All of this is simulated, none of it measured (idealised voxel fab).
This is a process module. Its name is voxel plated lines.
Displayed cross-section: cut, width of 185 nm, square cells sized 5 nm.
Cross-section layout: square cells on a grid; listed as bands, top to bottom; a band spans one or more cell rows. Band entry format. Leading values: height of top, height of bottom, nm. Remainder: materials in left-to-right order, each with its width in nm. Special words: "everywhere" on a single material, which then fills the band edge to edge; "blank", empty space. Height reference: 0 = level under which incoming wafer is all one material. Lowest band: no bottom, runs on downward, e.g. "from 0 down". Graded width ("30..40"): value in top row of band = first number; value in bottom row = second number; row-to-row change constant. For the purposes of this document, the phrase "stayed the same" attached to a step denotes that no cell within the cross-section was modified by that step. The entry titled "Enclosed internal voids" provides the empty spaces that have no open way to the top, restricted to those of 8 cells or more. Each is presented as width x height at distance, the distance being measured from the left edge, with all three in nm. Past the settings on a step's line: simulator remark, on that step. You can add "overlay nm" to a step's line. For a step with a mask, it describes how far the mask lay to the right of its planned position, and a negative number describes a lay to the left.

[Steps in the process plan]
| 1 | RECEIVE (material Si) |
| 2 | CONFORMAL_DEP (material Al2O3; thk nm 5) |
| 3 | DIRECTIONAL_DEP (material TiN; thk nm 5) |
| 4 | PATTERN (tone open; mask id LINES; material resist; width nm 20; pitch nm 40; thk nm 20; overlay nm 0) |
| 5 | EPI (material Ru; thk nm 10) |
| 6 | STRIP (etch materials resist) |
| 7 | DIRECTIONAL_ETCH (etch materials TiN; depth nm 5) |
| 8 | CONFORMAL_DEP (material SiN; thk nm 5) |

[On the first of the two wafers: run conducted according to plan]

[So this is the incoming wafer in cross-section - it's already been through step 1]
- from 0 down: Si everywhere
- Enclosed internal voids: none

[Wafer xsec, post step 2]
- from 5 to 0: Al2O3 everywhere
- All layers under 0 are left as they were.

[Wafer xsec, post step 3]
- from 10 to 5: TiN everywhere
- All layers under 5 are left as they were.

[Wafer xsec, post step 4]
- from 30 to 10: resist (60)  blank (20)  resist (20)  blank (20)  resist (65)
- All layers under 10 are left as they were.

[Wafer xsec, post step 5]
- from 30 to 20: resist (60)  blank (20)  resist (20)  blank (20)  resist (65)
- from 20 to 10: resist (60)  Ru (20)  resist (20)  Ru (20)  resist (65)
- All layers under 10 are left as they were.

[Wafer xsec, post step 6]
- from 20 to 10: blank (60)  Ru (20)  blank (20)  Ru (20)  blank (65)
- All layers under 10 are left as they were.

[Wafer xsec, post step 7]
- from 20 to 10: blank (60)  Ru (20)  blank (20)  Ru (20)  blank (65)
- from 10 to 5: blank (60)  TiN (20)  blank (20)  TiN (20)  blank (65)
- All layers under 5 are left as they were.

[Wafer xsec, post step 8]
- from 25 to 20: blank (55)  SiN (30)  blank (10)  SiN (30)  blank (60)
- from 20 to 10: blank (55)  SiN (5)  Ru (20)  SiN (5)  blank (10)  SiN (5)  Ru (20)  SiN (5)  blank (60)
- from 10 to 5: SiN (60)  TiN (20)  SiN (20)  TiN (20)  SiN (65)
- All layers under 5 are left as they were.

[It is to be noted that the second wafer proceeded from the same initial state and according to the same plan as the first, although one mistake was committed in its execution; through step 2, inclusive, the two wafers share an identical history]

[Here is the second wafer in cross-section at the point where step 3 of the plan should have been done]
- from 10 to 0: Al2O3 everywhere
- All layers under 0 are left as they were.

[Here is the second wafer in cross-section at the point where step 4 of the plan should have been done]
- from 30 to 10: resist (60)  blank (20)  resist (20)  blank (20)  resist (65)
- All layers under 10 are left as they were.

Here is the second wafer in cross-section at the point where step 5 of the plan should have been done: stayed the same

[Here is the second wafer in cross-section at the point where step 6 of the plan should have been done]
- from 10 to 0: Al2O3 everywhere
- All layers under 0 are left as they were.

Here is the second wafer in cross-section at the point where step 7 of the plan should have been done: stayed the same

[Here is the second wafer in cross-section at the point where step 8 of the plan should have been done]
- from 15 to 10: SiN everywhere
- All layers under 10 are left as they were.
Misprocessing identified: the process deviated at step 3: the operation and settings actually run there were DIRECTIONAL_DEP (material Al2O3; thk nm 5)
End check, counted in cells, second wafer has more or fewer of these materials than the first: 37 more of Al2O3, 16 fewer of Ru, 12 fewer of SiN, 8 fewer of TiN
